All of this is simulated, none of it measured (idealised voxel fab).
Process module name: voxel air gaps
Square cells of 5 nm make up the cross-section cut, whose width is 235 nm.
Notation: cross-section as square-cell grid; stated in bands, top first, going down; one or more cell rows per band.
Heads up on the band format: heights come first, top then bottom, in nm. After that it's the materials left to right, each with its width in nm. A single material flagged "throughout" fills the whole band edge to edge, and "blank" means there's empty space there.
Where do heights start? At 0: under that level the wafer as delivered is made of one material only. And the lowest band has no floor; it just carries on downward, as in "0 nm and below".
When a width is written as two numbers, as in "30..40", the first number is the width in the top row of cells of the band and the second is the width in its bottom row, and the width changes by the same amount from each row to the next.
"everything unchanged" for a step: no cell of the cross-section changed in that step.
The list in "Closed void register" covers empty spaces of 8 cells or more that cannot reach the top through any open way, and it gives each as width x height at distance; the distance is from the left edge, and width, height and distance are in nm.
That trailing text on a step's line, after the settings, is the simulator's own remark on the step.
Steps that use a mask can have "overlay nm" on their line. It says how far the mask sat to the right of where it was meant to be. Negative means to the left.

Set out below are the planned steps of the process
| 1 | op RECEIVE | material Si |
| 2 | op CONFORMAL_DEP | material SiO2 | thk nm 15 |
| 3 | op CONFORMAL_DEP | material SiCN | thk nm 5 |
| 4 | op DIRECTIONAL_DEP | material SiO2 | thk nm 35 |
| 5 | op MASKED_ETCH | tone open | mask id LINES | width nm 25 | pitch nm 50 | etch materials SiO2 | depth nm 35 | overlay nm 0 |
| 6 | op CONFORMAL_DEP | material TiN | thk nm 5 |
| 7 | op FILL_DEP | material W | thk nm 10 |
| 8 | op CMP | height nm 55 |
| 9 | op EPI | material Ru | thk nm 10 |
| 10 | op SELECTIVE_ETCH | etch materials SiO2 | depth nm 45 |
| 11 | op CONFORMAL_DEP | material SiCN | thk nm 5 |

Wafer cross-section on receipt, i.e. after step 1
0 nm and below = Si throughout
Closed void register: none

Run as planned - first of the two wafers cross-sectioned at the end of the module
70 nm to 65 nm = 40 of blank  155 of SiCN  40 of blank
65 nm to 55 nm = 40 of blank  5 of SiCN  45 of Ru  5 of SiCN  45 of Ru  5 of SiCN  45 of Ru  5 of SiCN  40 of blank
55 nm to 50 nm = 40 of blank  15 of SiCN  5 of TiN  15 of W  5 of TiN  25 of SiCN  5 of TiN  15 of W  5 of TiN  25 of SiCN  5 of TiN  15 of W  5 of TiN  15 of SiCN  40 of blank
50 nm to 25 nm = 50 of blank  5 of SiCN  5 of TiN  15 of W  5 of TiN  5 of SiCN  15 of blank  5 of SiCN  5 of TiN  15 of W  5 of TiN  5 of SiCN  15 of blank  5 of SiCN  5 of TiN  15 of W  5 of TiN  5 of SiCN  50 of blank
25 nm to 20 nm = 55 of SiCN  25 of TiN  25 of SiCN  25 of TiN  25 of SiCN  25 of TiN  55 of SiCN
20 nm to 15 nm = SiCN throughout
15 nm to 0 nm = SiO2 throughout
0 nm and below = Si throughout
Closed void register: 15 x 25 at 85; 15 x 25 at 135

Wafer two, sectioned after the module: the first wafer's start, the first wafer's plan, and one mistake in how it was run
80 nm to 75 nm = 30 of blank  175 of SiCN  30 of blank
75 nm to 55 nm = 30 of blank  5 of SiCN  165 of Ru  5 of SiCN  30 of blank
55 nm to 50 nm = 30 of blank  25 of SiCN  5 of TiN  15 of W  5 of TiN  25 of SiO2  5 of TiN  15 of W  5 of TiN  25 of SiO2  5 of TiN  15 of W  5 of TiN  25 of SiCN  30 of blank
50 nm to 25 nm = 50 of blank  5 of SiCN  5 of TiN  15 of W  5 of TiN  25 of SiO2  5 of TiN  15 of W  5 of TiN  25 of SiO2  5 of TiN  15 of W  5 of TiN  5 of SiCN  50 of blank
25 nm to 20 nm = 55 of SiCN  25 of TiN  25 of SiO2  25 of TiN  25 of SiO2  25 of TiN  55 of SiCN
20 nm to 15 nm = SiCN throughout
15 nm to 0 nm = SiO2 throughout
0 nm and below = Si throughout
Closed void register: none
Short version of what went wrong: step 9 from the plan got run twice
Once processing is complete, comparing cell counts shows that the second wafer has more or fewer of certain materials than the first: +78 Ru; -32 SiCN; +70 SiO2
Final observation: first wafer, 2 closed voids; second wafer, 0 closed voids.
